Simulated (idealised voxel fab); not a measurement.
process module | voxel gate over fins
cross-section cut | 185 nm wide | cells 5 nm
A cross-section is a grid of square cells, given in bands from the top down. A band is one or more rows of cells.
Each band's line starts with the height of the band's top and of its bottom, in nm. Then come its materials from left to right, each with its width in nm. One material with "throughout" fills the band from edge to edge. "air" is empty space.
Height 0 is the level under which the wafer as received is all one material. The lowest band goes on downwards, as in "0 down".
A width such as "30 to 40" changes by the same amount from each row of cells to the next, from the band's top row to its bottom row.
"no change" after a step means that no cell of the cross-section changed.
closed voids: empty space of 8 cells or more with no open way to the top, each as width x height at its distance from the left edge, in nm
after a step's settings: what the simulator itself notes on the step
overlay nm, on a step with a mask: how far to the right of its planned place the mask lay; to the left if negative
plan
1 op RECEIVE | material Si
2 op CONFORMAL_DEP | material SiN | thk nm 10
3 op PATTERN | tone cover | mask id FINS | material resist | width nm 15 | pitch nm 40 | thk nm 20 | overlay nm 0
4 op DIRECTIONAL_ETCH | etch materials SiN | depth nm 10
5 op DIRECTIONAL_ETCH | etch materials Si | depth nm 35
6 op STRIP | etch materials resist
7 op FILL_DEP | material SiO2 | thk nm 5
8 op CMP | height nm 10
9 op SELECTIVE_ETCH | etch materials SiO2 | depth nm 25
10 op STRIP | etch materials SiN
11 op CONFORMAL_DEP | material HfO2 | thk nm 5
12 op CONFORMAL_DEP | material TiN | thk nm 5
13 op CONFORMAL_DEP | material TiAl | thk nm 5
14 op CONFORMAL_DEP | material TiN | thk nm 5
15 op FILL_DEP | material W | thk nm 15
16 op CMP | height nm 30
17 op CONFORMAL_DEP | material SiCN | thk nm 5
as received, after step 1
  0 down: Si throughout
  closed voids: none
first wafer at the end, as planned
  35 to 30: SiCN throughout
  30 to 20: W throughout
  20 to 15: W 25 | TiN 135 | W 25
  15 to 10: W 25 | TiN 5 | TiAl 125 | TiN 5 | W 25
  10 to 5: W 25 | TiN 5 | TiAl 5 | TiN 35 | TiAl 5 | TiN 35 | TiAl 5 | TiN 35 | TiAl 5 | TiN 5 | W 25
  5 to 0: TiN 30 | TiAl 5 | TiN 5 | HfO2 25 | TiN 5 | TiAl 5 | TiN 5 | HfO2 25 | TiN 5 | TiAl 5 | TiN 5 | HfO2 25 | TiN 5 | TiAl 5 | TiN 30
  0 to -5: TiAl 35 | TiN 5 | HfO2 5 | Si 15 | HfO2 5 | TiN 5 | TiAl 5 | TiN 5 | HfO2 5 | Si 15 | HfO2 5 | TiN 5 | TiAl 5 | TiN 5 | HfO2 5 | Si 15 | HfO2 5 | TiN 5 | TiAl 35
  -5 to -10: TiN 40 | HfO2 5 | Si 15 | HfO2 5 | TiN 15 | HfO2 5 | Si 15 | HfO2 5 | TiN 15 | HfO2 5 | Si 15 | HfO2 5 | TiN 40
  -10 to -15: HfO2 45 | Si 15 | HfO2 25 | Si 15 | HfO2 25 | Si 15 | HfO2 45
  -15 to -35: SiO2 45 | Si 15 | SiO2 25 | Si 15 | SiO2 25 | Si 15 | SiO2 45
  -35 down: Si throughout
  closed voids: none
second wafer at the end: like start, like plan, one mistake
  45 to 30: SiCN throughout
  30 to 20: W throughout
  20 to 15: W 25 | TiN 135 | W 25
  15 to 10: W 25 | TiN 5 | TiAl 125 | TiN 5 | W 25
  10 to 5: W 25 | TiN 5 | TiAl 5 | TiN 35 | TiAl 5 | TiN 35 | TiAl 5 | TiN 35 | TiAl 5 | TiN 5 | W 25
  5 to 0: TiN 30 | TiAl 5 | TiN 5 | HfO2 25 | TiN 5 | TiAl 5 | TiN 5 | HfO2 25 | TiN 5 | TiAl 5 | TiN 5 | HfO2 25 | TiN 5 | TiAl 5 | TiN 30
  0 to -5: TiAl 35 | TiN 5 | HfO2 5 | Si 15 | HfO2 5 | TiN 5 | TiAl 5 | TiN 5 | HfO2 5 | Si 15 | HfO2 5 | TiN 5 | TiAl 5 | TiN 5 | HfO2 5 | Si 15 | HfO2 5 | TiN 5 | TiAl 35
  -5 to -10: TiN 40 | HfO2 5 | Si 15 | HfO2 5 | TiN 15 | HfO2 5 | Si 15 | HfO2 5 | TiN 15 | HfO2 5 | Si 15 | HfO2 5 | TiN 40
  -10 to -15: HfO2 45 | Si 15 | HfO2 25 | Si 15 | HfO2 25 | Si 15 | HfO2 45
  -15 to -35: SiO2 45 | Si 15 | SiO2 25 | Si 15 | SiO2 25 | Si 15 | SiO2 45
  -35 down: Si throughout
  closed voids: none
what went wrong: step 17 ran as: op CONFORMAL_DEP | material SiCN | thk nm 15
at the end the second wafer has, in cells: 74 more of SiCN
